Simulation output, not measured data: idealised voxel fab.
process module | voxel released beams
cross-section cut | 255 nm wide | cells 5 nm
A cross-section is a grid of square cells, given in bands from the top down. A band is one or more rows of cells.
Each band's line starts with the height of the band's top and of its bottom, in nm. Then come its materials from left to right, each with its width in nm. One material with "throughout" fills the band from edge to edge. "air" is empty space.
Height 0 is the level under which the wafer as received is all one material. The lowest band goes on downwards, as in "0 down".
A width such as "30 to 40" changes by the same amount from each row of cells to the next, from the band's top row to its bottom row.
"no change" after a step means that no cell of the cross-section changed.
closed voids: empty space of 8 cells or more with no open way to the top, each as width x height at its distance from the left edge, in nm
after a step's settings: what the simulator itself notes on the step
overlay nm, on a step with a mask: how far to the right of its planned place the mask lay; to the left if negative
plan
1 op RECEIVE | material Si
2 op CONFORMAL_DEP | material SiN | thk nm 5
3 op DIRECTIONAL_DEP | material SiO2 | thk nm 15
4 op DIRECTIONAL_DEP | material aC | thk nm 10
5 op PATTERN | tone open | mask id ANCHOR | material resist | width nm 35 | thk nm 30 | overlay nm 0
6 op DIRECTIONAL_ETCH | etch materials aC | depth nm 10
7 op STRIP | etch materials resist
8 op DIRECTIONAL_ETCH | etch materials SiO2 | depth nm 15
9 op STRIP | etch materials aC
10 op CONFORMAL_DEP | material TiN | thk nm 15
11 op DIRECTIONAL_DEP | material aC | thk nm 10
12 op PATTERN | tone cover | mask id BEAM | material resist | width nm 80 | thk nm 25 | overlay nm 0
13 op DIRECTIONAL_ETCH | etch materials aC | depth nm 10
14 op STRIP | etch materials resist
15 op DIRECTIONAL_ETCH | etch materials TiN | depth nm 15
16 op STRIP | etch materials aC
17 op STRIP | etch materials SiO2
first wafer, as planned
as received, after step 1
  0 down: Si throughout
  closed voids: none
after step 2
  5 to 0: SiN throughout
  below 0: unchanged
after step 3
  20 to 5: SiO2 throughout
  below 5: unchanged
after step 4
  30 to 20: aC throughout
  below 20: unchanged
after step 5
  60 to 30: resist 90 | air 35 | resist 130
  below 30: unchanged
after step 6
  50 to 30: resist 90 | air 35 | resist 130
  30 to 20: aC 90 | air 35 | aC 130
  below 20: unchanged
after step 7
  30 to 20: aC 90 | air 35 | aC 130
  below 20: unchanged
after step 8
  30 to 20: aC 90 | air 35 | aC 130
  20 to 5: SiO2 90 | air 35 | SiO2 130
  below 5: unchanged
after step 9
  20 to 5: SiO2 90 | air 35 | SiO2 130
  below 5: unchanged
after step 10
  35 to 20: TiN 105 | air 5 | TiN 145
  20 to 5: SiO2 90 | TiN 35 | SiO2 130
  below 5: unchanged
after step 11
  45 to 35: aC 105 | air 5 | aC 145
  35 to 30: TiN 105 | air 5 | TiN 145
  30 to 20: TiN 105 | aC 5 | TiN 145
  below 20: unchanged
after step 12
  70 to 45: air 85 | resist 80 | air 90
  45 to 35: aC 105 | resist 5 | aC 145
  35 to 30: TiN 105 | resist 5 | TiN 145
  below 30: unchanged
after step 13
  60 to 45: air 85 | resist 80 | air 90
  45 to 35: air 85 | aC 20 | resist 5 | aC 55 | air 90
  below 35: unchanged
after step 14
  45 to 35: air 85 | aC 20 | air 5 | aC 55 | air 90
  35 to 30: TiN 105 | air 5 | TiN 145
  below 30: unchanged
after step 15
  45 to 35: air 85 | aC 20 | air 5 | aC 55 | air 90
  35 to 30: air 85 | TiN 20 | air 5 | TiN 55 | air 90
  30 to 20: air 85 | TiN 20 | aC 5 | TiN 55 | air 90
  below 20: unchanged
after step 16
  35 to 20: air 85 | TiN 20 | air 5 | TiN 55 | air 90
  below 20: unchanged
after step 17
  35 to 20: air 85 | TiN 20 | air 5 | TiN 55 | air 90
  20 to 5: air 90 | TiN 35 | air 130
  below 5: unchanged
second wafer: like start, like plan, one mistake. Through step 9 it matches the first wafer
when step 10 should have ended
  50 to 20: TiN throughout
  20 to 5: SiO2 90 | TiN 35 | SiO2 130
  below 5: unchanged
when step 11 should have ended
  60 to 50: aC throughout
  below 50: unchanged
when step 12 should have ended
  85 to 60: air 85 | resist 80 | air 90
  below 60: unchanged
when step 13 should have ended
  75 to 60: air 85 | resist 80 | air 90
  60 to 50: air 85 | aC 80 | air 90
  below 50: unchanged
when step 14 should have ended
  60 to 50: air 85 | aC 80 | air 90
  below 50: unchanged
when step 15 should have ended
  60 to 50: air 85 | aC 80 | air 90
  50 to 35: air 85 | TiN 80 | air 90
  below 35: unchanged
when step 16 should have ended
  50 to 35: air 85 | TiN 80 | air 90
  below 35: unchanged
when step 17 should have ended: no change
what went wrong: step 10 was run twice
at the end the second wafer has, in cells: 132 more of SiO2 | 156 more of TiN
